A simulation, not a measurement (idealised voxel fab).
You're looking at the process module voxel released beams.
Displayed cross-section: cut, width of 205 nm, square cells sized 5 nm.
Bands, listed from the top down, are how a cross-section gets written in this document; the cross-section itself is a grid of square cells, and a band is one or more rows of them.
Top, bottom (nm), then materials left to right with widths (nm); lone material tagged "everywhere" fills the whole band edge to edge; "empty" = empty space.
The level at which height equals 0 is the one under which the wafer, as it arrives, is entirely one material. No lower edge exists for the bottom band, which continues downward and is notated as in "0 and below".
A two-number width, for instance "30->40", indicates that the width is equal to the first number in the top row of the band and to the second number in the bottom row, and that it changes by a constant amount per row of cells.
When a step is marked "no alteration", none of the cells in the cross-section changed during that step.
Heads up: "Enclosed void catalog" only lists the empty pockets with no open path to the top that are 8 cells or more, and it writes them as width x height at distance, distance from the left edge, in nm.
Where a step's line continues beyond its settings, the continuation is a remark by the simulator itself on that step.
A step line may carry the setting "overlay nm", which, for steps involving a mask, states the distance by which the mask lay to the right of its intended position; negative values denote displacement to the left.
# The process steps that were planned are listed below
1) RECEIVE (material Si)
2) CONFORMAL_DEP (material SiN; thk nm 10)
3) DIRECTIONAL_DEP (material SiO2; thk nm 15)
4) DIRECTIONAL_DEP (material aC; thk nm 10)
5) PATTERN (tone open; mask id ANCHOR; material resist; width nm 25; thk nm 30; overlay nm 0)
6) DIRECTIONAL_ETCH (etch materials aC; depth nm 10)
7) STRIP (etch materials resist)
8) DIRECTIONAL_ETCH (etch materials SiO2; depth nm 15)
9) STRIP (etch materials aC)
10) CONFORMAL_DEP (material W; thk nm 10)
11) DIRECTIONAL_DEP (material aC; thk nm 15)
12) PATTERN (tone cover; mask id BEAM; material resist; width nm 90; thk nm 35; overlay nm 0)
13) DIRECTIONAL_ETCH (etch materials aC; depth nm 15)
14) STRIP (etch materials resist)
15) DIRECTIONAL_ETCH (etch materials W; depth nm 10)
16) STRIP (etch materials aC)
17) STRIP (etch materials SiO2)
# Wafer as received: cross-section following step 1
> 0 and below | Si everywhere
> Enclosed void catalog: none
# Cross-section taken at module completion on the first of two wafers; processed per the plan
> 35 down to 25 | empty=55 / W=15 / empty=5 / W=70 / empty=60
> 25 down to 20 | empty=60 / W=10 / empty=5 / W=10 / empty=120
> 20 down to 10 | empty=60 / W=25 / empty=120
> 10 down to 0 | SiN everywhere
> 0 and below | Si everywhere
> Enclosed void catalog: none
# Module end: cross-section of wafer two of two. Same start and process plan as the first wafer. One mistake during execution
> 40 down to 30 | empty=55 / W=90 / empty=60
> 30 down to 25 | W everywhere
> 25 down to 10 | SiO2=60 / W=25 / SiO2=120
> 10 down to 0 | SiN everywhere
> 0 and below | Si everywhere
> Enclosed void catalog: none
Processing error: the process deviated at step 10: the operation and settings actually run there were CONFORMAL_DEP (material W; thk nm 15)
Final tally in cells, some materials are higher or lower on the second wafer than on the first: 108 more of SiO2, 44 more of W
